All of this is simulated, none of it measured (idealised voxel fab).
Proc. module: voxel self aligned contacts
Square cells of 5 nm make up the cross-section cut, whose width is 235 nm.
Reading order for cross-sections: top band down to bottom band. Underlying form: a grid of square cells. Band size: one or more rows of cells. Within each band entry, the heights of the top and of the bottom of the band appear first, in that order and in nm; the materials of the band then follow from left to right, each with its corresponding width in nm. The designation "edge to edge" on a single material indicates that it fills the band from edge to edge; the designation "air" indicates empty space. Beneath 0, the wafer as received is one material, and that level is where height counting begins. The lowest band goes on downward without a bottom; it is written like "0 down". So if you see something like "30->40" for the width, read it as the top row of the band sitting at the first number and the bottom row at the second, with every row in between moving by the same amount as the last. Reading "nothing got changed" for a step: not a cell of the cross-section changed in it. The entry "Fully sealed cavities" lists the empty spaces that cover at least 8 cells and have no open path to the top. Each is written as width x height at distance, where the distance is measured from the left edge and all three values are in nm. On each step's line, the part that comes after the settings is the simulator's own comment on the step. The setting "overlay nm" may be written on the line of a step. When the step uses a mask, the value reports how far to the right of the planned place the mask lay, and a negative value reports that it lay to the left.
Planned step list for the process
step 1: op RECEIVE | material Si
step 2: op OXIDIZE | depth nm 5
step 3: op DIRECTIONAL_DEP | material polySi | thk nm 25
step 4: op DIRECTIONAL_DEP | material SiN | thk nm 15
step 5: op MASKED_ETCH | tone cover | mask id GATE | width nm 25 | pitch nm 50 | etch materials SiN | depth nm 15 | overlay nm 0
step 6: op MASKED_ETCH | tone cover | mask id GATE | width nm 25 | pitch nm 50 | etch materials polySi | depth nm 25 | overlay nm 0
step 7: op CONFORMAL_DEP | material SiN | thk nm 5
step 8: op DIRECTIONAL_ETCH | etch materials SiN | depth nm 5
step 9: op FILL_DEP | material SiO2 | thk nm 20
step 10: op CMP | height nm 50
step 11: op PATTERN | tone open | mask id CONTACT | material resist | width nm 35 | thk nm 15 | overlay nm 0
step 12: op DIRECTIONAL_ETCH | etch materials SiO2 | depth nm 55
step 13: op STRIP | etch materials resist
step 14: op CONFORMAL_DEP | material TiN | thk nm 5
step 15: op FILL_DEP | material W | thk nm 5
step 16: op CMP | height nm 50
step 17: op CONFORMAL_DEP | material SiCN | thk nm 5
As-received state of the wafer in cross-section, equivalent to post-step 1
- 0 down  Si edge to edge
- Fully sealed cavities: none
Module complete - cross-section of the first of two wafers, run according to plan
- 55 to 50  SiCN edge to edge
- 50 to 40  SiO2=100, TiN=5->15, W=25->5, TiN=5->15, SiO2=100
- 40 to 25  SiO2=75, SiN=35, TiN=5, W=5, TiN=5, SiN=35, SiO2=75
- 25 to 0  SiO2=75, SiN=5, polySi=25, SiN=5, TiN=5, W=5, TiN=5, SiN=5, polySi=25, SiN=5, SiO2=75
- 0 to -5  SiO2=110, TiN=15, SiO2=110
- -5 down  Si edge to edge
- Fully sealed cavities: none
Second wafer through the module, sectioned at the end: same beginning and same plan as the first wafer, with one mistake in carrying it out
- 55 to 50  SiCN edge to edge
- 50 to 30  SiO2=75, SiN=5, polySi=25, SiN=5, TiN=5, W=5, TiN=5, SiN=5, polySi=25, SiN=5, SiO2=75
- 30 to 25  SiO2=75, SiN=5, polySi=25, SiN=5, TiN=15, SiN=5, polySi=25, SiN=5, SiO2=75
- 25 to 0  polySi edge to edge
- 0 to -5  SiO2 edge to edge
- -5 down  Si edge to edge
- Fully sealed cavities: none
Processing error: regarding the plan, step 3 was run twice
The second wafer ends with more or fewer cells of some materials than the first, per final count: 42 fewer of SiN | 167 fewer of SiO2 | 16 fewer of TiN | 10 fewer of W | 235 more of polySi
